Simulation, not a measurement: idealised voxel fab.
Process module heading - voxel released beams
Square cells of 5 nm make up the cross-section cut, whose width is 140 nm.
Cross-section = grid of square cells, listed top down in bands; band = one or more rows. First you get the band's top height and its bottom height, in nm, and then the materials it's made of, left to right, with each width in nm. If you see a single material with "everywhere", that one covers the band edge to edge. "air" is empty space. Heights are expressed relative to 0, this being the level below which the as-received wafer comprises one material exclusively. The lowest band is unbounded in the downward direction and is denoted as in "top 0, no bottom". Read "30 to 40" as a graded width: first number on top, second number at the bottom, same change between each pair of neighbouring rows. For the purposes of this document, the phrase "nothing different" attached to a step denotes that no cell within the cross-section was modified by that step. Closed-off voids of 8+ cells (no open route to the top) go in "Enclosed empty spaces", written width x height at distance from the left edge, in nm. Heads up: the bit after the settings on a step's line is the simulator's remark on that step. Steps that use a mask can have "overlay nm" on their line. It says how far the mask sat to the right of where it was meant to be. Negative means to the left.
So here's the lineup of process steps we planned
| 1 | RECEIVE: material Si |
| 2 | CONFORMAL_DEP: material SiN, thk nm 10 |
| 3 | DIRECTIONAL_DEP: material SiO2, thk nm 10 |
| 4 | MASKED_ETCH: tone open, mask id ANCHOR, width nm 35, etch materials SiO2, depth nm 10, overlay nm 0 |
| 5 | CONFORMAL_DEP: material polySi, thk nm 5 |
| 6 | DIRECTIONAL_DEP: material aC, thk nm 15 |
| 7 | PATTERN: tone cover, mask id BEAM, material resist, width nm 80, thk nm 35, overlay nm 0 |
| 8 | DIRECTIONAL_ETCH: etch materials aC, depth nm 15 |
| 9 | STRIP: etch materials resist |
| 10 | DIRECTIONAL_ETCH: etch materials polySi, depth nm 15 |
| 11 | STRIP: etch materials aC |
| 12 | STRIP: etch materials SiO2 |
The wafers in this document start out alike and differ in the thk nm applied at step 5; the plan shows the value used for the first wafer.
Sectional view: first of several wafers, as received, after step 1
top 0, no bottom: Si everywhere
Enclosed empty spaces: none
Below is a per-wafer table. In it, each row describes the wafer at the end of the module by giving, for each material, the number of cells gained (+) or lost (-) since the wafer was received, and after that the closed voids of the wafer
thk nm 5; +56 SiN; +20 polySi; Enclosed empty spaces: none
thk nm 10; +56 SiN; +40 polySi; Enclosed empty spaces: none
thk nm 15; +56 SiN; +60 polySi; Enclosed empty spaces: none
thk nm 20; +56 SiN; +42 SiO2; +90 polySi; Enclosed empty spaces: none
thk nm 25; +56 SiN; +42 SiO2; +118 polySi; Enclosed empty spaces: none
thk nm 30; +56 SiN; +42 SiO2; +146 polySi; Enclosed empty spaces: none
